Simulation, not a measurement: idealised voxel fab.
Proc. module: voxel tone inversion
Each square cell in cross-section cut measures 5 nm, and the section as a whole is 170 nm wide.
When this document writes out a cross-section, it uses a grid of square cells and lists it as bands, beginning at the top and moving down, with a band standing for one or more rows of cells. First you get the band's top height and its bottom height, in nm, and then the materials it's made of, left to right, with each width in nm. If you see a single material with "everywhere", that one covers the band edge to edge. "blank" is empty space. Where do heights start? At 0: under that level the wafer as delivered is made of one material only. And the lowest band has no floor; it just carries on downward, as in "top 0, no bottom". Width spec "30->40" -> top row of cells at first value, bottom row at second value, equal per-row change in between. A step reported as "nothing altered" is a step in which no cell of the cross-section changed. Basically, "Enclosed cavities" tells you about the enclosed voids: empty spaces with no open way to the top, 8 cells or bigger, each written width x height at distance, where distance is from the left edge, all in nm. Text after the settings on a step's line: the simulator's own remark on that step. On any step carrying a mask, the "overlay nm" setting, if present on the step's line, tells how far right of its planned place the mask lay; negative values point to the left.
[Process steps - plan]
1) RECEIVE: material Si
2) CONFORMAL_DEP: material SiN, thk nm 5
3) DIRECTIONAL_DEP: material aC, thk nm 15
4) PATTERN: tone cover, mask id POSTS, material resist, width nm 20, pitch nm 40, thk nm 20, overlay nm 0
5) DIRECTIONAL_ETCH: etch materials aC, depth nm 15
6) STRIP: etch materials resist
7) FILL_DEP: material SiO2, thk nm 5
8) CMP: height nm 20
9) STRIP: etch materials aC
[This is the cross-section of the wafer as we received it, i.e. after step 1]
    top 0, no bottom | Si everywhere
    Enclosed cavities: none
[Final wafer profile in cross-section after the module, from the same start and plan as above, with one mistake made during processing]
    top 20, bottom 5 | 15 of blank, then 20 of aC, then 20 of blank, then 20 of aC, then 20 of blank, then 20 of aC, then 20 of blank, then 20 of aC, then 15 of blank
    top 5, bottom 0 | SiN everywhere
    top 0, no bottom | Si everywhere
    Enclosed cavities: none
Deviation noted in wafer processing: step 9 deviated from plan and actually ran as STRIP: etch materials SiO2
